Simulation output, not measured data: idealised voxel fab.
The document below concerns the process module designated voxel ribs on slabs.
The cross-section on display is named cut; it measures 145 nm wide, and its cells are 5 nm squares.
Reading order for cross-sections: top band down to bottom band. Underlying form: a grid of square cells. Band size: one or more rows of cells.
It is stipulated that each band's entry specify, in nanometres, the height of the top of the band and then that of its bottom, followed by the materials of the band in left-to-right sequence, each together with its width in nanometres. A single material marked by the word "all across" is understood to fill the band from edge to edge; the word "empty" is understood to denote empty space.
A quick word on heights: they are counted from 0, and under that level the wafer as it came to us is one material throughout. The lowest band is different from the rest in having no bottom; it simply continues downward, written as in "top 0, no bottom".
The width entry "30 to 40" should be interpreted row by row: the top row of cells in the band takes the first number, the bottom row takes the second number, and the change between adjacent rows is uniform throughout.
Given "nothing was modified" for a step, no cell of the cross-section differs between before and after that step.
Each empty space that has no open way to the top and spans at least 8 cells appears under "Completely sealed voids" as width x height at distance, the distance counted from the left edge, all in nm.
On each step's line, the part that comes after the settings is the simulator's own comment on the step.
On any step carrying a mask, the "overlay nm" setting, if present on the step's line, tells how far right of its planned place the mask lay; negative values point to the left.

THESE ARE THE STEPS WE PLANNED FOR THE PROCESS
1. RECEIVE (material Si)
2. DIRECTIONAL_DEP (material SiO2; thk nm 30)
3. DIRECTIONAL_DEP (material polySi; thk nm 20)
4. DIRECTIONAL_DEP (material aC; thk nm 15)
5. PATTERN (tone cover; mask id RIB; material resist; width nm 30; thk nm 35; overlay nm -15)
6. DIRECTIONAL_ETCH (etch materials aC; depth nm 15)
7. STRIP (etch materials resist)
8. DIRECTIONAL_ETCH (etch materials polySi; depth nm 15)
9. STRIP (etch materials aC)
10. PATTERN (tone cover; mask id SLAB; material resist; width nm 90; thk nm 15; overlay nm 0)
11. DIRECTIONAL_ETCH (etch materials polySi; depth nm 5)
12. STRIP (etch materials resist)
13. FILL_DEP (material SiO2; thk nm 25)
14. CMP (height nm 70)
15. DIRECTIONAL_DEP (material TiN; thk nm 5)
16. PATTERN (tone cover; mask id HEATER; material resist; width nm 40; thk nm 15; overlay nm 0)
17. DIRECTIONAL_ETCH (etch materials TiN; depth nm 5)
18. STRIP (etch materials resist)
19. CONFORMAL_DEP (material SiO2; thk nm 10)
Be aware that, although all wafers share a common starting state, the overlay nm at step 5 differs among them, and the plan displays the first wafer's value.

FIRST WAFER AS RECEIVED, AFTER STEP 1
* top 0, no bottom  Si all across
* Completely sealed voids: none

BELOW: A ROW PER WAFER. CONTENTS AT END OF MODULE: FOR EVERY MATERIAL, CELLS GAINED SINCE RECEIPT (+) OR LOST SINCE RECEIPT (-); THEN CLOSED VOIDS
overlay nm -15, +432 SiO2, +8 TiN, +36 polySi, Completely sealed voids: none
overlay nm -10, +432 SiO2, +8 TiN, +36 polySi, Completely sealed voids: none
overlay nm -5, +432 SiO2, +8 TiN, +36 polySi, Completely sealed voids: none
overlay nm 0, +432 SiO2, +8 TiN, +36 polySi, Completely sealed voids: none
overlay nm 5, +432 SiO2, +8 TiN, +36 polySi, Completely sealed voids: none
overlay nm 10, +432 SiO2, +8 TiN, +36 polySi, Completely sealed voids: none
overlay nm 15, +432 SiO2, +8 TiN, +36 polySi, Completely sealed voids: none
